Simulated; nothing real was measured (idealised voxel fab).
Documented hereafter: the process module known as voxel released beams.
This is section cut - it's 275 nm across, gridded in 5 nm square cells.
In this document a cross-section is written as a grid of square cells. It is given as a series of bands, listed from the top down, and a band is one or more rows of cells. Band: top height; bottom height; in nm. Then, left to right: material with width in nm, for each material. "everywhere": a single material spanning edge to edge. "blank": empty space. The level at which height equals 0 is the one under which the wafer, as it arrives, is entirely one material. No lower edge exists for the bottom band, which continues downward and is notated as in "0 down". Quick explanation for "30..40": the width changes in equal steps down the rows of cells, from the first number in the band's top row to the second number in its bottom row. Key: "nothing different" - step with no changed cell in the cross-section. Any empty space of 8 cells or more lacking an open way to the top shows up in "Fully sealed cavities" as width x height at distance, distance from the left edge, in nm. after a step's settings: what the simulator itself notes on the step. Steps that use a mask can have "overlay nm" on their line. It says how far the mask sat to the right of where it was meant to be. Negative means to the left.
The planned process steps are enumerated hereunder
1,op RECEIVE | material Si
2,op CONFORMAL_DEP | material SiN | thk nm 10
3,op DIRECTIONAL_DEP | material SiO2 | thk nm 20
4,op DIRECTIONAL_DEP | material aC | thk nm 15
5,op PATTERN | tone open | mask id ANCHOR | material resist | width nm 30 | thk nm 35 | overlay nm 0
6,op DIRECTIONAL_ETCH | etch materials aC | depth nm 15
7,op STRIP | etch materials resist
8,op DIRECTIONAL_ETCH | etch materials SiO2 | depth nm 20
9,op STRIP | etch materials aC
10,op CONFORMAL_DEP | material TiN | thk nm 10
11,op PATTERN | tone cover | mask id BEAM | material resist | width nm 75 | thk nm 15 | overlay nm 0
12,op DIRECTIONAL_ETCH | etch materials TiN | depth nm 10
13,op STRIP | etch materials resist
14,op STRIP | etch materials SiO2
Wafer, first of two, run as planned
Incoming wafer, cross-sectional view, post step 1
0 down | Si everywhere
Fully sealed cavities: none
You're looking at a cross-section of the wafer after step 2
10 to 0 | SiN everywhere
Everything below 0 is unchanged.
You're looking at a cross-section of the wafer after step 3
30 to 10 | SiO2 everywhere
Everything below 10 is unchanged.
You're looking at a cross-section of the wafer after step 4
45 to 30 | aC everywhere
Everything below 30 is unchanged.
You're looking at a cross-section of the wafer after step 5
80 to 45 | resist=100, then blank=30, then resist=145
Everything below 45 is unchanged.
You're looking at a cross-section of the wafer after step 6
65 to 45 | resist=100, then blank=30, then resist=145
45 to 30 | aC=100, then blank=30, then aC=145
Everything below 30 is unchanged.
You're looking at a cross-section of the wafer after step 7
45 to 30 | aC=100, then blank=30, then aC=145
Everything below 30 is unchanged.
You're looking at a cross-section of the wafer after step 8
45 to 30 | aC=100, then blank=30, then aC=145
30 to 10 | SiO2=100, then blank=30, then SiO2=145
Everything below 10 is unchanged.
You're looking at a cross-section of the wafer after step 9
30 to 10 | SiO2=100, then blank=30, then SiO2=145
Everything below 10 is unchanged.
You're looking at a cross-section of the wafer after step 10
40 to 30 | TiN=110, then blank=10, then TiN=155
30 to 20 | SiO2=100, then TiN=10, then blank=10, then TiN=10, then SiO2=145
20 to 10 | SiO2=100, then TiN=30, then SiO2=145
Everything below 10 is unchanged.
You're looking at a cross-section of the wafer after step 11
55 to 40 | blank=95, then resist=75, then blank=105
40 to 30 | TiN=110, then resist=10, then TiN=155
30 to 20 | SiO2=100, then TiN=10, then resist=10, then TiN=10, then SiO2=145
Everything below 20 is unchanged.
You're looking at a cross-section of the wafer after step 12
55 to 40 | blank=95, then resist=75, then blank=105
40 to 30 | blank=95, then TiN=15, then resist=10, then TiN=50, then blank=105
Everything below 30 is unchanged.
You're looking at a cross-section of the wafer after step 13
40 to 30 | blank=95, then TiN=15, then blank=10, then TiN=50, then blank=105
30 to 20 | SiO2=100, then TiN=10, then blank=10, then TiN=10, then SiO2=145
Everything below 20 is unchanged.
You're looking at a cross-section of the wafer after step 14
40 to 30 | blank=95, then TiN=15, then blank=10, then TiN=50, then blank=105
30 to 20 | blank=100, then TiN=10, then blank=10, then TiN=10, then blank=145
20 to 10 | blank=100, then TiN=30, then blank=145
Everything below 10 is unchanged.
The Second Wafer: Common Origin and Plan, One Mistake in Execution, Identical to the First Through Step 13
Planned end of step 14: second wafer, cross-section
40 to 30 | blank=95, then TiN=15, then blank=10, then TiN=50, then blank=105
30 to 20 | blank=100, then TiN=10, then blank=10, then TiN=10, then blank=145
20 to 10 | blank=100, then TiN=30, then blank=145
Everything below 10 is unchanged.
Which mistake was made when the wafer was run? execution of plan step 14 occurred twice
at the end the two cross-sections are the same: no effect in what this model computes
